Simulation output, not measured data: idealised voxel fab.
Herein follows the process module entitled voxel gate over fins.
It is cross-section cut that appears here, measuring 280 nm in width, its square cells being 5 nm in size.
Cross-section, as written here: a square-cell grid given band by band from the top down, where a band holds one or more rows of cells.
For a band, the entry starts with two heights in nm, that of the top and then that of the bottom, and carries on with the band's materials in order from left to right, each alongside its width in nm; the word "everywhere" beside a single material means it fills the band edge to edge, and "empty" means empty space.
We count height from 0. Below that, the starting wafer is all one material. The lowest band never ends at the bottom but goes on down; see "0 down" for how that is written.
A width such as "30..40" changes by the same amount from each row of cells to the next, from the band's top row to its bottom row.
What does "nothing got changed" mean for a step? It means no cell of the cross-section changed in that step.
So "Closed void catalog" is basically the list of trapped voids: any empty space of 8 cells or more that can't reach the top through an opening. They're written width x height at distance, the distance being from the left edge, and it's all nm.
Note: text after step settings on the step line = simulator remark on that step.
Each step line may optionally specify "overlay nm", which for a step with a mask gives the rightward distance between the mask's planned place and where it lay, a negative value indicating the leftward direction.
This section lists the process steps that were planned
1) RECEIVE with material Si
2) CONFORMAL_DEP with material SiN, thk nm 10
3) PATTERN with tone cover, mask id FINS, material resist, width nm 15, pitch nm 40, thk nm 20, overlay nm 0
4) DIRECTIONAL_ETCH with etch materials SiN, depth nm 10
5) DIRECTIONAL_ETCH with etch materials Si, depth nm 40
6) STRIP with etch materials resist
7) FILL_DEP with material SiO2, thk nm 15
8) CMP with height nm 10
9) SELECTIVE_ETCH with etch materials SiO2, depth nm 20
10) STRIP with etch materials SiN
11) CONFORMAL_DEP with material HfO2, thk nm 5
12) CONFORMAL_DEP with material TiN, thk nm 5
13) FILL_DEP with material W, thk nm 10
14) CMP with height nm 15
15) CONFORMAL_DEP with material SiCN, thk nm 10
Incoming wafer in cross-section (state: after step 1)
    0 down | Si everywhere
    Closed void catalog: none
Cross-section taken at module completion on the first of two wafers; processed per the plan
    25 to 15 | SiCN everywhere
    15 to 10 | W everywhere
    10 to 5 | W=100 / TiN=35 / W=5 / TiN=35 / W=105
    5 to 0 | W=100 / TiN=5 / HfO2=25 / TiN=5 / W=5 / TiN=5 / HfO2=25 / TiN=5 / W=105
    0 to -5 | TiN=105 / HfO2=5 / Si=15 / HfO2=5 / TiN=15 / HfO2=5 / Si=15 / HfO2=5 / TiN=110
    -5 to -10 | HfO2=110 / Si=15 / HfO2=25 / Si=15 / HfO2=115
    -10 to -40 | SiO2=110 / Si=15 / SiO2=25 / Si=15 / SiO2=115
    -40 down | Si everywhere
    Closed void catalog: none
Cross-sectional image of the second wafer of the two following completion of the module. Starting state and process plan were the same as for the first wafer; one execution error occurred
    25 to 15 | SiCN everywhere
    15 to 10 | W everywhere
    10 to 5 | W=100 / TiN=35 / W=5 / TiN=35 / W=105
    5 to 0 | W=100 / TiN=5 / HfO2=25 / TiN=5 / W=5 / TiN=5 / HfO2=25 / TiN=5 / W=105
    0 to -5 | TiN=105 / HfO2=5 / Si=15 / HfO2=5 / TiN=5 / W=5 / TiN=5 / HfO2=5 / Si=15 / HfO2=5 / TiN=110
    -5 to -10 | HfO2=95 / TiN=10 / HfO2=5 / Si=15 / HfO2=5 / TiN=5 / W=5 / TiN=5 / HfO2=5 / Si=15 / HfO2=5 / TiN=10 / HfO2=100
    -10 to -15 | SiO2=90 / HfO2=5 / TiN=10 / HfO2=5 / Si=15 / HfO2=5 / TiN=15 / HfO2=5 / Si=15 / HfO2=5 / TiN=10 / HfO2=5 / SiO2=95
    -15 to -20 | SiO2=90 / HfO2=20 / Si=15 / HfO2=25 / Si=15 / HfO2=20 / SiO2=95
    -20 to -40 | SiO2=110 / Si=15 / SiO2=25 / Si=15 / SiO2=115
    -40 down | Si everywhere
    Closed void catalog: none
Nonconformance to the process plan: so 9 and 10 got swapped relative to the plan, each ran where the other was supposed to
Final wafer comparison in cells, second versus first, more or fewer per material: HfO2: 12 more, SiO2: 26 fewer, TiN: 12 more, W: 2 more
